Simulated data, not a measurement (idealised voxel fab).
process module | voxel wiring stack
cross-section cut | 285 nm wide | cells 5 nm
A cross-section is a grid of square cells, given in bands from the top down. A band is one or more rows of cells.
Each band's line starts with the height of the band's top and of its bottom, in nm. Then come its materials from left to right, each with its width in nm. One material with "throughout" fills the band from edge to edge. "air" is empty space.
Height 0 is the level under which the wafer as received is all one material. The lowest band goes on downwards, as in "0 down".
A width such as "30 to 40" changes by the same amount from each row of cells to the next, from the band's top row to its bottom row.
"no change" after a step means that no cell of the cross-section changed.
closed voids: empty space of 8 cells or more with no open way to the top, each as width x height at its distance from the left edge, in nm
after a step's settings: what the simulator itself notes on the step
overlay nm, on a step with a mask: how far to the right of its planned place the mask lay; to the left if negative
plan
1 op RECEIVE | material Si
2 op CONFORMAL_DEP | material SiO2 | thk nm 15
3 op CONFORMAL_DEP | material SiN | thk nm 5
4 op DIRECTIONAL_DEP | material SiO2 | thk nm 20
5 op DIRECTIONAL_DEP | material aC | thk nm 15
6 op PATTERN | tone open | mask id METAL_1 | material resist | width nm 25 | pitch nm 50 | thk nm 35 | overlay nm 0
7 op DIRECTIONAL_ETCH | etch materials aC | depth nm 15
8 op STRIP | etch materials resist
9 op DIRECTIONAL_ETCH | etch materials SiO2 | depth nm 20
10 op DIRECTIONAL_ETCH | etch materials SiN | depth nm 5
11 op STRIP | etch materials aC
12 op CONFORMAL_DEP | material TiN | thk nm 5
13 op FILL_DEP | material W | thk nm 5
14 op CMP | height nm 40
15 op EPI | material Ru | thk nm 5
16 op FILL_DEP | material SiCN | thk nm 5
17 op DIRECTIONAL_DEP | material SiO2 | thk nm 15
18 op PATTERN | tone open | mask id PLUG_1 | material resist | width nm 15 | pitch nm 50 | thk nm 20 | overlay nm 0
19 op DIRECTIONAL_ETCH | etch materials SiO2 | depth nm 15
20 op DIRECTIONAL_ETCH | etch materials SiCN | depth nm 5
21 op STRIP | etch materials resist
22 op CONFORMAL_DEP | material TiN | thk nm 5
23 op FILL_DEP | material Ru | thk nm 10
24 op CMP | height nm 65
25 op CONFORMAL_DEP | material SiN | thk nm 5
26 op DIRECTIONAL_DEP | material lowk | thk nm 20
27 op MASKED_ETCH | tone open | mask id METAL_2 | width nm 25 | pitch nm 50 | etch materials lowk | depth nm 10 | overlay nm 0
28 op MASKED_ETCH | tone open | mask id METAL_2 | width nm 25 | pitch nm 50 | etch materials SiN | depth nm 5 | overlay nm 0
29 op CONFORMAL_DEP | material TiN | thk nm 5
30 op FILL_DEP | material Cu | thk nm 5
31 op CMP | height nm 90
32 op CONFORMAL_DEP | material SiCN | thk nm 5
varied across the wafers: depth nm of step 27. The plan shows the first wafer's value. All wafers start alike
first wafer as received, after step 1
  0 down: Si throughout
  closed voids: none
each wafer at the end: cells of each material gained (+) or lost (-) since it was received, then its closed voids
depth nm 10 | +9 Cu | +30 Ru | +141 SiCN | +99 SiN | +483 SiO2 | +87 TiN | +36 W | +198 lowk | closed voids: none
depth nm 15 | +18 Cu | +30 Ru | +141 SiCN | +99 SiN | +483 SiO2 | +93 TiN | +36 W | +183 lowk | closed voids: none
depth nm 20 | +36 Cu | +30 Ru | +141 SiCN | +84 SiN | +483 SiO2 | +105 TiN | +36 W | +168 lowk | closed voids: none
depth nm 25 | +36 Cu | +30 Ru | +141 SiCN | +84 SiN | +483 SiO2 | +105 TiN | +36 W | +168 lowk | closed voids: none
depth nm 30 | +36 Cu | +30 Ru | +141 SiCN | +84 SiN | +483 SiO2 | +105 TiN | +36 W | +168 lowk | closed voids: none
depth nm 35 | +36 Cu | +30 Ru | +141 SiCN | +84 SiN | +483 SiO2 | +105 TiN | +36 W | +168 lowk | closed voids: none
